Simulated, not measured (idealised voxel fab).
process module | voxel capacitor over wiring
cross-section cut | 160 nm wide | cells 5 nm
A cross-section is a grid of square cells, given in bands from the top down. A band is one or more rows of cells.
Each band's line starts with the height of the band's top and of its bottom, in nm. Then come its materials from left to right, each with its width in nm. One material with "throughout" fills the band from edge to edge. "air" is empty space.
Height 0 is the level under which the wafer as received is all one material. The lowest band goes on downwards, as in "0 down".
A width such as "30 to 40" changes by the same amount from each row of cells to the next, from the band's top row to its bottom row.
"no change" after a step means that no cell of the cross-section changed.
closed voids: empty space of 8 cells or more with no open way to the top, each as width x height at its distance from the left edge, in nm
after a step's settings: what the simulator itself notes on the step
overlay nm, on a step with a mask: how far to the right of its planned place the mask lay; to the left if negative
plan
1 op RECEIVE | material Si
2 op CONFORMAL_DEP | material SiO2 | thk nm 15
3 op CONFORMAL_DEP | material SiN | thk nm 5
4 op DIRECTIONAL_DEP | material lowk | thk nm 20
5 op DIRECTIONAL_DEP | material aC | thk nm 10
6 op PATTERN | tone open | mask id METAL_1 | material resist | width nm 30 | pitch nm 95 | thk nm 30 | overlay nm 0
7 op DIRECTIONAL_ETCH | etch materials aC | depth nm 10
8 op STRIP | etch materials resist
9 op DIRECTIONAL_ETCH | etch materials lowk | depth nm 20
10 op DIRECTIONAL_ETCH | etch materials SiN | depth nm 5
11 op STRIP | etch materials aC
12 op CONFORMAL_DEP | material TiN | thk nm 5
13 op FILL_DEP | material W | thk nm 10
14 op CMP | height nm 40
15 op CONFORMAL_DEP | material SiCN | thk nm 5
16 op DIRECTIONAL_DEP | material SiO2 | thk nm 10
17 op DIRECTIONAL_DEP | material aC | thk nm 15
18 op PATTERN | tone open | mask id PLUG_1 | material resist | width nm 15 | thk nm 35 | overlay nm 0
19 op DIRECTIONAL_ETCH | etch materials aC | depth nm 15
20 op STRIP | etch materials resist
21 op DIRECTIONAL_ETCH | etch materials SiO2 | depth nm 10
22 op DIRECTIONAL_ETCH | etch materials SiCN | depth nm 5
23 op STRIP | etch materials aC
24 op CONFORMAL_DEP | material TiN | thk nm 5
25 op FILL_DEP | material W | thk nm 5
26 op CMP | height nm 55
27 op DIRECTIONAL_DEP | material TiN | thk nm 5
28 op DIRECTIONAL_DEP | material HfO2 | thk nm 5
29 op DIRECTIONAL_DEP | material TiN | thk nm 10
30 op PATTERN | tone cover | mask id UPPER_PLATE | material resist | width nm 70 | thk nm 15 | overlay nm 0
31 op DIRECTIONAL_ETCH | etch materials TiN | depth nm 10
32 op DIRECTIONAL_ETCH | etch materials HfO2 | depth nm 5
33 op STRIP | etch materials resist
34 op DIRECTIONAL_DEP | material aC | thk nm 10
35 op PATTERN | tone cover | mask id LOWER_PLATE | material resist | width nm 80 | thk nm 30 | overlay nm 0
36 op DIRECTIONAL_ETCH | etch materials aC | depth nm 10
37 op STRIP | etch materials resist
38 op DIRECTIONAL_ETCH | etch materials TiN | depth nm 5
39 op STRIP | etch materials aC
40 op FILL_DEP | material SiO2 | thk nm 15
41 op CMP | height nm 85
42 op DIRECTIONAL_DEP | material aC | thk nm 15
43 op PATTERN | tone open | mask id PLUG_2 | material resist | width nm 15 | thk nm 35 | overlay nm 0
44 op DIRECTIONAL_ETCH | etch materials aC | depth nm 15
45 op STRIP | etch materials resist
46 op DIRECTIONAL_ETCH | etch materials SiO2 | depth nm 10
47 op STRIP | etch materials aC
48 op CONFORMAL_DEP | material TiN | thk nm 5
49 op FILL_DEP | material Cu | thk nm 10
50 op CMP | height nm 85
51 op CONFORMAL_DEP | material SiCN | thk nm 5
as received, after step 1
  0 down: Si throughout
  closed voids: none
a wafer at the end: this start, this plan, one mistake
  90 to 85: SiCN throughout
  85 to 80: SiO2 40 | TiN 5 | Cu 5 | TiN 5 | SiO2 105
  80 to 75: SiO2 40 | TiN 15 | SiO2 105
  75 to 65: SiO2 30 | TiN 70 | SiO2 60
  65 to 60: SiO2 30 | HfO2 70 | SiO2 60
  60 to 55: SiO2 25 | TiN 80 | SiO2 55
  55 to 45: SiO2 30 | TiN 5 | W 5 | TiN 5 | SiO2 115
  45 to 40: SiCN 30 | TiN 15 | SiCN 115
  40 to 20: lowk 15 | HfO2 5 | W 20 | HfO2 5 | lowk 65 | HfO2 5 | W 20 | HfO2 5 | lowk 20
  20 to 15: SiN 15 | HfO2 30 | SiN 65 | HfO2 30 | SiN 20
  15 to 0: SiO2 throughout
  0 down: Si throughout
  closed voids: none
what went wrong: step 12 ran as: op CONFORMAL_DEP | material HfO2 | thk nm 5
